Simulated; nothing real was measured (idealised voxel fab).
process module | voxel wiring stack
cross-section cut | 280 nm wide | cells 5 nm
A cross-section is a grid of square cells, given in bands from the top down. A band is one or more rows of cells.
Each band's line starts with the height of the band's top and of its bottom, in nm. Then come its materials from left to right, each with its width in nm. One material with "throughout" fills the band from edge to edge. "air" is empty space.
Height 0 is the level under which the wafer as received is all one material. The lowest band goes on downwards, as in "0 down".
A width such as "30 to 40" changes by the same amount from each row of cells to the next, from the band's top row to its bottom row.
"no change" after a step means that no cell of the cross-section changed.
closed voids: empty space of 8 cells or more with no open way to the top, each as width x height at its distance from the left edge, in nm
after a step's settings: what the simulator itself notes on the step
overlay nm, on a step with a mask: how far to the right of its planned place the mask lay; to the left if negative
plan
1 op RECEIVE | material Si
2 op CONFORMAL_DEP | material SiO2 | thk nm 10
3 op DIRECTIONAL_DEP | material TiN | thk nm 5
4 op DIRECTIONAL_DEP | material W | thk nm 15
5 op PATTERN | tone cover | mask id METAL_1 | material resist | width nm 30 | pitch nm 55 | thk nm 15 | overlay nm 0
6 op DIRECTIONAL_ETCH | etch materials W | depth nm 15
7 op DIRECTIONAL_ETCH | etch materials TiN | depth nm 5
8 op STRIP | etch materials resist
9 op FILL_DEP | material SiO2 | thk nm 10
10 op CMP | height nm 30
11 op CONFORMAL_DEP | material SiCN | thk nm 5
12 op DIRECTIONAL_DEP | material lowk | thk nm 20
13 op PATTERN | tone open | mask id PLUG_1 | material resist | width nm 15 | pitch nm 55 | thk nm 15 | overlay nm 0
14 op DIRECTIONAL_ETCH | etch materials lowk | depth nm 20
15 op DIRECTIONAL_ETCH | etch materials SiCN | depth nm 5
16 op STRIP | etch materials resist
17 op CONFORMAL_DEP | material TiN | thk nm 5
18 op FILL_DEP | material Ru | thk nm 5
19 op CMP | height nm 55
20 op DIRECTIONAL_DEP | material TiN | thk nm 5
21 op DIRECTIONAL_DEP | material Ru | thk nm 15
22 op PATTERN | tone cover | mask id METAL_2 | material resist | width nm 30 | pitch nm 55 | thk nm 20 | overlay nm 0
23 op DIRECTIONAL_ETCH | etch materials Ru | depth nm 15
24 op DIRECTIONAL_ETCH | etch materials TiN | depth nm 5
25 op STRIP | etch materials resist
26 op CONFORMAL_DEP | material SiCN | thk nm 5
27 op FILL_DEP | material SiO2 | thk nm 5
28 op CMP | height nm 75
29 op CONFORMAL_DEP | material SiN | thk nm 5
first wafer, as planned
as received, after step 1
  0 down: Si throughout
  closed voids: none
after step 2
  10 to 0: SiO2 throughout
  below 0: unchanged
after step 3
  15 to 10: TiN throughout
  below 10: unchanged
after step 4
  30 to 15: W throughout
  below 15: unchanged
after step 5
  45 to 30: air 95 | resist 30 | air 25 | resist 30 | air 100
  below 30: unchanged
after step 6
  45 to 30: air 95 | resist 30 | air 25 | resist 30 | air 100
  30 to 15: air 95 | W 30 | air 25 | W 30 | air 100
  below 15: unchanged
after step 7
  45 to 30: air 95 | resist 30 | air 25 | resist 30 | air 100
  30 to 15: air 95 | W 30 | air 25 | W 30 | air 100
  15 to 10: air 95 | TiN 30 | air 25 | TiN 30 | air 100
  below 10: unchanged
after step 8
  30 to 15: air 95 | W 30 | air 25 | W 30 | air 100
  below 15: unchanged
after step 9
  40 to 30: SiO2 throughout
  30 to 15: SiO2 95 | W 30 | SiO2 25 | W 30 | SiO2 100
  15 to 10: SiO2 95 | TiN 30 | SiO2 25 | TiN 30 | SiO2 100
  below 10: unchanged
after step 10
  30 to 15: SiO2 95 | W 30 | SiO2 25 | W 30 | SiO2 100
  below 15: unchanged
after step 11
  35 to 30: SiCN throughout
  below 30: unchanged
after step 12
  55 to 35: lowk throughout
  below 35: unchanged
after step 13
  70 to 55: resist 95 | air 15 | resist 40 | air 15 | resist 115
  below 55: unchanged
after step 14
  70 to 55: resist 95 | air 15 | resist 40 | air 15 | resist 115
  55 to 35: lowk 95 | air 15 | lowk 40 | air 15 | lowk 115
  below 35: unchanged
after step 15
  70 to 55: resist 95 | air 15 | resist 40 | air 15 | resist 115
  55 to 35: lowk 95 | air 15 | lowk 40 | air 15 | lowk 115
  35 to 30: SiCN 95 | air 15 | SiCN 40 | air 15 | SiCN 115
  below 30: unchanged
after step 16
  55 to 35: lowk 95 | air 15 | lowk 40 | air 15 | lowk 115
  below 35: unchanged
after step 17
  60 to 55: TiN 100 | air 5 | TiN 50 | air 5 | TiN 120
  55 to 35: lowk 95 | TiN 5 | air 5 | TiN 5 | lowk 40 | TiN 5 | air 5 | TiN 5 | lowk 115
  35 to 30: SiCN 95 | TiN 15 | SiCN 40 | TiN 15 | SiCN 115
  below 30: unchanged
after step 18
  65 to 60: Ru throughout
  60 to 55: TiN 100 | Ru 5 | TiN 50 | Ru 5 | TiN 120
  55 to 35: lowk 95 | TiN 5 | Ru 5 | TiN 5 | lowk 40 | TiN 5 | Ru 5 | TiN 5 | lowk 115
  below 35: unchanged
after step 19
  55 to 35: lowk 95 | TiN 5 | Ru 5 | TiN 5 | lowk 40 | TiN 5 | Ru 5 | TiN 5 | lowk 115
  below 35: unchanged
after step 20
  60 to 55: TiN throughout
  below 55: unchanged
after step 21
  75 to 60: Ru throughout
  below 60: unchanged
after step 22
  95 to 75: air 95 | resist 30 | air 25 | resist 30 | air 100
  below 75: unchanged
after step 23
  95 to 75: air 95 | resist 30 | air 25 | resist 30 | air 100
  75 to 60: air 95 | Ru 30 | air 25 | Ru 30 | air 100
  below 60: unchanged
after step 24
  95 to 75: air 95 | resist 30 | air 25 | resist 30 | air 100
  75 to 60: air 95 | Ru 30 | air 25 | Ru 30 | air 100
  60 to 55: air 95 | TiN 30 | air 25 | TiN 30 | air 100
  below 55: unchanged
after step 25
  75 to 60: air 95 | Ru 30 | air 25 | Ru 30 | air 100
  below 60: unchanged
after step 26
  80 to 75: air 90 | SiCN 40 | air 15 | SiCN 40 | air 95
  75 to 60: air 90 | SiCN 5 | Ru 30 | SiCN 5 | air 15 | SiCN 5 | Ru 30 | SiCN 5 | air 95
  60 to 55: SiCN 95 | TiN 30 | SiCN 25 | TiN 30 | SiCN 100
  below 55: unchanged
after step 27
  85 to 80: SiO2 throughout
  80 to 75: SiO2 90 | SiCN 40 | SiO2 15 | SiCN 40 | SiO2 95
  75 to 60: SiO2 90 | SiCN 5 | Ru 30 | SiCN 5 | SiO2 15 | SiCN 5 | Ru 30 | SiCN 5 | SiO2 95
  below 60: unchanged
after step 28
  75 to 60: SiO2 90 | SiCN 5 | Ru 30 | SiCN 5 | SiO2 15 | SiCN 5 | Ru 30 | SiCN 5 | SiO2 95
  below 60: unchanged
after step 29
  80 to 75: SiN throughout
  below 75: unchanged
second wafer: like start, like plan, one mistake. Through step 12 it matches the first wafer
when step 13 should have ended
  70 to 55: resist 90 | air 25 | resist 30 | air 25 | resist 110
  below 55: unchanged
when step 14 should have ended
  70 to 55: resist 90 | air 25 | resist 30 | air 25 | resist 110
  55 to 35: lowk 90 | air 25 | lowk 30 | air 25 | lowk 110
  below 35: unchanged
when step 15 should have ended
  70 to 55: resist 90 | air 25 | resist 30 | air 25 | resist 110
  55 to 35: lowk 90 | air 25 | lowk 30 | air 25 | lowk 110
  35 to 30: SiCN 90 | air 25 | SiCN 30 | air 25 | SiCN 110
  below 30: unchanged
when step 16 should have ended
  55 to 35: lowk 90 | air 25 | lowk 30 | air 25 | lowk 110
  below 35: unchanged
when step 17 should have ended
  60 to 55: TiN 95 | air 15 | TiN 40 | air 15 | TiN 115
  55 to 35: lowk 90 | TiN 5 | air 15 | TiN 5 | lowk 30 | TiN 5 | air 15 | TiN 5 | lowk 110
  35 to 30: SiCN 90 | TiN 25 | SiCN 30 | TiN 25 | SiCN 110
  below 30: unchanged
when step 18 should have ended
  65 to 60: Ru throughout
  60 to 55: TiN 95 | Ru 15 | TiN 40 | Ru 15 | TiN 115
  55 to 35: lowk 90 | TiN 5 | Ru 15 | TiN 5 | lowk 30 | TiN 5 | Ru 15 | TiN 5 | lowk 110
  below 35: unchanged
when step 19 should have ended
  55 to 35: lowk 90 | TiN 5 | Ru 15 | TiN 5 | lowk 30 | TiN 5 | Ru 15 | TiN 5 | lowk 110
  below 35: unchanged
when step 20 should have ended
  60 to 55: TiN throughout
  below 55: unchanged
when step 21 should have ended
  75 to 60: Ru throughout
  below 60: unchanged
when step 22 should have ended
  95 to 75: air 95 | resist 30 | air 25 | resist 30 | air 100
  below 75: unchanged
when step 23 should have ended
  95 to 75: air 95 | resist 30 | air 25 | resist 30 | air 100
  75 to 60: air 95 | Ru 30 | air 25 | Ru 30 | air 100
  below 60: unchanged
when step 24 should have ended
  95 to 75: air 95 | resist 30 | air 25 | resist 30 | air 100
  75 to 60: air 95 | Ru 30 | air 25 | Ru 30 | air 100
  60 to 55: air 95 | TiN 30 | air 25 | TiN 30 | air 100
  below 55: unchanged
when step 25 should have ended
  75 to 60: air 95 | Ru 30 | air 25 | Ru 30 | air 100
  below 60: unchanged
when step 26 should have ended
  80 to 75: air 90 | SiCN 40 | air 15 | SiCN 40 | air 95
  75 to 60: air 90 | SiCN 5 | Ru 30 | SiCN 5 | air 15 | SiCN 5 | Ru 30 | SiCN 5 | air 95
  60 to 55: SiCN 95 | TiN 30 | SiCN 25 | TiN 30 | SiCN 100
  below 55: unchanged
when step 27 should have ended
  85 to 80: SiO2 throughout
  80 to 75: SiO2 90 | SiCN 40 | SiO2 15 | SiCN 40 | SiO2 95
  75 to 60: SiO2 90 | SiCN 5 | Ru 30 | SiCN 5 | SiO2 15 | SiCN 5 | Ru 30 | SiCN 5 | SiO2 95
  below 60: unchanged
when step 28 should have ended
  75 to 60: SiO2 90 | SiCN 5 | Ru 30 | SiCN 5 | SiO2 15 | SiCN 5 | Ru 30 | SiCN 5 | SiO2 95
  below 60: unchanged
when step 29 should have ended
  80 to 75: SiN throughout
  below 75: unchanged
what went wrong: step 13 ran as: op PATTERN | tone open | mask id PLUG_1 | material resist | width nm 25 | pitch nm 55 | thk nm 15 | overlay nm 0
at the end the second wafer has, in cells: 16 more of Ru | 4 fewer of SiCN | 4 more of TiN | 16 fewer of lowk
